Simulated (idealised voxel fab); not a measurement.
process module | voxel double patterning
cross-section cut | 240 nm wide | cells 5 nm
A cross-section is a grid of square cells, given in bands from the top down. A band is one or more rows of cells.
Each band's line starts with the height of the band's top and of its bottom, in nm. Then come its materials from left to right, each with its width in nm. One material with "throughout" fills the band from edge to edge. "air" is empty space.
Height 0 is the level under which the wafer as received is all one material. The lowest band goes on downwards, as in "0 down".
A width such as "30 to 40" changes by the same amount from each row of cells to the next, from the band's top row to its bottom row.
"no change" after a step means that no cell of the cross-section changed.
closed voids: empty space of 8 cells or more with no open way to the top, each as width x height at its distance from the left edge, in nm
after a step's settings: what the simulator itself notes on the step
overlay nm, on a step with a mask: how far to the right of its planned place the mask lay; to the left if negative
plan
1 op RECEIVE | material Si
2 op CONFORMAL_DEP | material SiO2 | thk nm 10
3 op DIRECTIONAL_DEP | material W | thk nm 15
4 op DIRECTIONAL_DEP | material SiCN | thk nm 5
5 op PATTERN | tone open | mask id FIRST | material resist | width nm 15 | pitch nm 50 | thk nm 15 | overlay nm 0
6 op DIRECTIONAL_ETCH | etch materials SiCN | depth nm 5
7 op STRIP | etch materials resist
8 op MASKED_ETCH | tone open | mask id SECOND | width nm 15 | pitch nm 50 | etch materials SiCN | depth nm 5 | overlay nm 0
9 op DIRECTIONAL_ETCH | etch materials W | depth nm 15
10 op STRIP | etch materials SiCN
first wafer, as planned
as received, after step 1
  0 down: Si throughout
  closed voids: none
after step 2
  10 to 0: SiO2 throughout
  below 0: unchanged
after step 3
  25 to 10: W throughout
  below 10: unchanged
after step 4
  30 to 25: SiCN throughout
  below 25: unchanged
after step 5
  45 to 30: resist 60 | air 15 | resist 35 | air 15 | resist 35 | air 15 | resist 65
  below 30: unchanged
after step 6
  45 to 30: resist 60 | air 15 | resist 35 | air 15 | resist 35 | air 15 | resist 65
  30 to 25: SiCN 60 | air 15 | SiCN 35 | air 15 | SiCN 35 | air 15 | SiCN 65
  below 25: unchanged
after step 7
  30 to 25: SiCN 60 | air 15 | SiCN 35 | air 15 | SiCN 35 | air 15 | SiCN 65
  below 25: unchanged
after step 8
  30 to 25: SiCN 60 | air 15 | SiCN 10 | air 15 | SiCN 10 | air 15 | SiCN 10 | air 15 | SiCN 10 | air 15 | SiCN 65
  below 25: unchanged
after step 9
  30 to 25: SiCN 60 | air 15 | SiCN 10 | air 15 | SiCN 10 | air 15 | SiCN 10 | air 15 | SiCN 10 | air 15 | SiCN 65
  25 to 10: W 60 | air 15 | W 10 | air 15 | W 10 | air 15 | W 10 | air 15 | W 10 | air 15 | W 65
  below 10: unchanged
after step 10
  25 to 10: W 60 | air 15 | W 10 | air 15 | W 10 | air 15 | W 10 | air 15 | W 10 | air 15 | W 65
  below 10: unchanged
second wafer: like start, like plan, one mistake. Through step 8 it matches the first wafer
when step 9 should have ended
  30 to 25: SiCN 60 | air 15 | SiCN 10 | air 15 | SiCN 10 | air 15 | SiCN 10 | air 15 | SiCN 10 | air 15 | SiCN 65
  25 to 15: W 60 | air 15 | W 10 | air 15 | W 10 | air 15 | W 10 | air 15 | W 10 | air 15 | W 65
  below 15: unchanged
when step 10 should have ended
  25 to 15: W 60 | air 15 | W 10 | air 15 | W 10 | air 15 | W 10 | air 15 | W 10 | air 15 | W 65
  below 15: unchanged
what went wrong: step 9 ran as: op DIRECTIONAL_ETCH | etch materials W | depth nm 10
at the end the second wafer has, in cells: 15 more of W
